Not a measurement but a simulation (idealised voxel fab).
process module | voxel air gaps
cross-section cut | 205 nm wide | cells 5 nm
A cross-section is a grid of square cells, given in bands from the top down. A band is one or more rows of cells.
Each band's line starts with the height of the band's top and of its bottom, in nm. Then come its materials from left to right, each with its width in nm. One material with "throughout" fills the band from edge to edge. "air" is empty space.
Height 0 is the level under which the wafer as received is all one material. The lowest band goes on downwards, as in "0 down".
A width such as "30 to 40" changes by the same amount from each row of cells to the next, from the band's top row to its bottom row.
"no change" after a step means that no cell of the cross-section changed.
closed voids: empty space of 8 cells or more with no open way to the top, each as width x height at its distance from the left edge, in nm
after a step's settings: what the simulator itself notes on the step
overlay nm, on a step with a mask: how far to the right of its planned place the mask lay; to the left if negative
plan
1 op RECEIVE | material Si
2 op CONFORMAL_DEP | material SiO2 | thk nm 15
3 op CONFORMAL_DEP | material SiN | thk nm 5
4 op DIRECTIONAL_DEP | material lowk | thk nm 40
5 op MASKED_ETCH | tone open | mask id LINES | width nm 25 | pitch nm 55 | etch materials lowk | depth nm 40 | overlay nm 0
6 op CONFORMAL_DEP | material TiN | thk nm 5
7 op FILL_DEP | material Ru | thk nm 5
8 op CMP | height nm 60
9 op EPI | material Ru | thk nm 10
10 op SELECTIVE_ETCH | etch materials lowk | depth nm 50
11 op CONFORMAL_DEP | material SiCN | thk nm 5
as received, after step 1
  0 down: Si throughout
  closed voids: none
a wafer at the end: this start, this plan, one mistake
  75 to 70: air 30 | SiCN 165 | air 10
  70 to 60: air 30 | SiCN 5 | Ru 45 | SiCN 10 | Ru 45 | SiCN 10 | Ru 45 | SiCN 5 | air 10
  60 to 55: air 30 | SiCN 15 | TiN 5 | Ru 15 | TiN 5 | SiCN 30 | TiN 5 | Ru 15 | TiN 5 | SiCN 30 | TiN 5 | Ru 15 | TiN 5 | SiCN 15 | air 10
  55 to 25: air 40 | SiCN 5 | TiN 5 | Ru 15 | TiN 5 | SiCN 5 | air 20 | SiCN 5 | TiN 5 | Ru 15 | TiN 5 | SiCN 5 | air 20 | SiCN 5 | TiN 5 | Ru 15 | TiN 5 | SiCN 5 | air 20
  25 to 20: SiCN 45 | TiN 25 | SiCN 30 | TiN 25 | SiCN 30 | TiN 25 | SiCN 25
  20 to 15: SiN throughout
  15 to 0: SiO2 throughout
  0 down: Si throughout
  closed voids: 20 x 30 at 75; 20 x 30 at 130
what went wrong: step 5 ran as: op MASKED_ETCH | tone open | mask id LINES | width nm 25 | pitch nm 55 | etch materials lowk | depth nm 40 | overlay nm 10
